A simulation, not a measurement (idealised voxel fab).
The process module that follows is named voxel transistor to metal.
Cross-sectional view cut (width: 285 nm; square cell size: 5 nm).
Just so we're on the same page, the cross-sections are grids of square cells, and they're listed out in bands top to bottom, each band one or more rows deep. For a band, the entry starts with two heights in nm, that of the top and then that of the bottom, and carries on with the band's materials in order from left to right, each alongside its width in nm; the word "all across" beside a single material means it fills the band edge to edge, and "air" means empty space. Ref level 0: as-received wafer is one material below here. Bottom band extends down with no lower bound ("from 0 down"). Read "30->40" as a graded width: first number on top, second number at the bottom, same change between each pair of neighbouring rows. "nothing changed" after a step means that no cell of the cross-section changed. In "Unvented cavities" the enclosed voids are listed, meaning empty spaces of 8 cells or larger without any opening to the top. The form is width x height at distance, distance from the left edge, units nm. Post-settings text on a step line: simulator's own remark regarding the step. overlay nm, on a step with a mask: how far to the right of its planned place the mask lay; to the left if negative.

[Planned step list for the process]
1,RECEIVE with material Si
2,CONFORMAL_DEP with material SiO2, thk nm 5
3,CONFORMAL_DEP with material SiN, thk nm 10
4,DIRECTIONAL_DEP with material aC, thk nm 10
5,PATTERN with tone cover, mask id ACTIVE, material resist, width nm 90, pitch nm 115, thk nm 25, overlay nm 0
6,DIRECTIONAL_ETCH with etch materials aC, depth nm 10
7,STRIP with etch materials resist
8,DIRECTIONAL_ETCH with etch materials SiN, depth nm 10
9,DIRECTIONAL_ETCH with etch materials SiO2, depth nm 5
10,DIRECTIONAL_ETCH with etch materials Si, depth nm 25
11,STRIP with etch materials aC
12,FILL_DEP with material SiO2, thk nm 10
13,CMP with height nm 15
14,SELECTIVE_ETCH with etch materials SiO2, depth nm 10
15,STRIP with etch materials SiN
16,SELECTIVE_ETCH with etch materials SiO2, depth nm 5
17,OXIDIZE with depth nm 5
18,DIRECTIONAL_DEP with material polySi, thk nm 30
19,DIRECTIONAL_DEP with material SiCN, thk nm 15
20,PATTERN with tone cover, mask id GATE, material resist, width nm 20, pitch nm 115, thk nm 20, overlay nm 0
21,DIRECTIONAL_ETCH with etch materials SiCN, depth nm 25
22,DIRECTIONAL_ETCH with etch materials polySi, depth nm 40
23,STRIP with etch materials resist
24,CONFORMAL_DEP with material SiO2, thk nm 5
25,DIRECTIONAL_ETCH with etch materials SiO2, depth nm 5
26,CONFORMAL_DEP with material SiN, thk nm 5
27,DIRECTIONAL_ETCH with etch materials SiN, depth nm 5
28,DIRECTIONAL_ETCH with etch materials SiO2, depth nm 5
29,DIRECTIONAL_ETCH with etch materials Si, depth nm 10
30,EPI with material SiGe, thk nm 15
31,FILL_DEP with material SiO2, thk nm 5
32,CMP with height nm 45
33,DIRECTIONAL_DEP with material SiO2, thk nm 15
34,PATTERN with tone open, mask id CONTACT, material resist, width nm 15, thk nm 20, overlay nm 0
35,DIRECTIONAL_ETCH with etch materials SiO2, depth nm 60
36,STRIP with etch materials resist
37,CONFORMAL_DEP with material TiN, thk nm 5
38,FILL_DEP with material Ru, thk nm 10
39,CMP with height nm 60
40,CONFORMAL_DEP with material SiCN, thk nm 5
41,DIRECTIONAL_DEP with material lowk, thk nm 15
42,PATTERN with tone open, mask id METAL_1, material resist, width nm 15, thk nm 15, overlay nm 0
43,DIRECTIONAL_ETCH with etch materials lowk, depth nm 15
44,DIRECTIONAL_ETCH with etch materials SiCN, depth nm 5
45,STRIP with etch materials resist
46,CONFORMAL_DEP with material TiN, thk nm 5
47,FILL_DEP with material W, thk nm 5
48,CMP with height nm 80
49,CONFORMAL_DEP with material SiCN, thk nm 5
50,DIRECTIONAL_DEP with material lowk, thk nm 30
51,DIRECTIONAL_DEP with material aC, thk nm 15
52,PATTERN with tone open, mask id METAL_2, material resist, width nm 15, pitch nm 115, thk nm 30, overlay nm 0
53,DIRECTIONAL_ETCH with etch materials aC, depth nm 15
54,STRIP with etch materials resist
55,DIRECTIONAL_ETCH with etch materials lowk, depth nm 20
56,STRIP with etch materials aC
57,PATTERN with tone open, mask id METAL_2_HOLES, material resist, width nm 15, pitch nm 115, thk nm 20, overlay nm 0
58,DIRECTIONAL_ETCH with etch materials lowk, depth nm 10
59,DIRECTIONAL_ETCH with etch materials SiCN, depth nm 5
60,STRIP with etch materials resist
61,CONFORMAL_DEP with material TiN, thk nm 5
62,FILL_DEP with material Cu, thk nm 5
63,CMP with height nm 115
64,CONFORMAL_DEP with material SiN, thk nm 5

[As-received wafer cross-section (after step 1)]
  from 0 down: Si all across
  Unvented cavities: none

[What the wafer looks like in cross-section after this module, when it starts as shown above and follows the plan above but one mistake is made in running it]
  from 120 to 115: SiN all across
  from 115 to 85: lowk 45, then TiN 5, then Cu 5, then TiN 5, then lowk 100, then TiN 5, then Cu 5, then TiN 5, then lowk 110
  from 85 to 80: SiCN 45, then TiN 15, then SiCN 100, then TiN 15, then SiCN 110
  from 80 to 65: lowk 45, then TiN 5, then W 5, then TiN 5, then lowk 50, then TiN 5, then W 5, then TiN 5, then lowk 35, then TiN 5, then W 5, then TiN 5, then lowk 50, then TiN 5, then W 5, then TiN 5, then lowk 45
  from 65 to 60: SiCN 45, then TiN 15, then SiCN 50, then TiN 15, then SiCN 35, then TiN 15, then SiCN 50, then TiN 15, then SiCN 45
  from 60 to 45: SiO2 45, then TiN 5, then Ru 5, then TiN 5, then SiO2 50, then TiN 5, then Ru 5, then TiN 5, then SiO2 35, then TiN 5, then Ru 5, then TiN 5, then SiO2 50, then TiN 5, then Ru 5, then TiN 5, then SiO2 45
  from 45 to 30: SiO2 45, then TiN 5, then Ru 5, then TiN 5, then SiO2 5, then SiN 5, then SiO2 5, then SiCN 20, then SiO2 5, then SiN 5, then SiO2 5, then TiN 5, then Ru 5, then TiN 5, then SiO2 35, then TiN 5, then Ru 5, then TiN 5, then SiO2 5, then SiN 5, then SiO2 5, then SiCN 20, then SiO2 5, then SiN 5, then SiO2 5, then TiN 5, then Ru 5, then TiN 5, then SiO2 45
  from 30 to 20: SiO2 45, then TiN 5, then Ru 5, then TiN 5, then SiO2 5, then SiN 5, then SiO2 5, then polySi 20, then SiO2 5, then SiN 5, then SiO2 5, then TiN 5, then Ru 5, then TiN 5, then SiO2 35, then TiN 5, then Ru 5, then TiN 5, then SiO2 5, then SiN 5, then SiO2 5, then polySi 20, then SiO2 5, then SiN 5, then SiO2 5, then TiN 5, then Ru 5, then TiN 5, then SiO2 45
  from 20 to 15: SiO2 45, then TiN 15, then SiO2 5, then SiN 5, then SiO2 5, then polySi 20, then SiO2 5, then SiN 5, then SiO2 5, then TiN 15, then SiO2 35, then TiN 15, then SiO2 5, then SiN 5, then SiO2 5, then polySi 20, then SiO2 5, then SiN 5, then SiO2 5, then TiN 15, then SiO2 45
  from 15 to 10: SiO2 65, then SiN 5, then SiO2 5, then polySi 20, then SiO2 5, then SiN 5, then SiO2 75, then SiN 5, then SiO2 5, then polySi 20, then SiO2 5, then SiN 5, then SiO2 65
  from 10 to 0: SiO2 50, then SiGe 15, then SiN 5, then SiO2 5, then polySi 20, then SiO2 5, then SiN 5, then SiGe 15, then SiO2 45, then SiGe 15, then SiN 5, then SiO2 5, then polySi 20, then SiO2 5, then SiN 5, then SiGe 15, then SiO2 50
  from 0 to -5: SiO2 35, then SiGe 30, then SiO2 40, then SiGe 30, then SiO2 15, then SiGe 30, then SiO2 40, then SiGe 30, then SiO2 35
  from -5 to -15: SiO2 40, then SiGe 25, then Si 40, then SiGe 25, then SiO2 25, then SiGe 25, then Si 40, then SiGe 25, then SiO2 40
  from -15 to -25: SiO2 40, then Si 90, then SiO2 25, then Si 90, then SiO2 40
  from -25 down: Si all across
  Unvented cavities: none
Run error: step 33 of the plan was performed twice
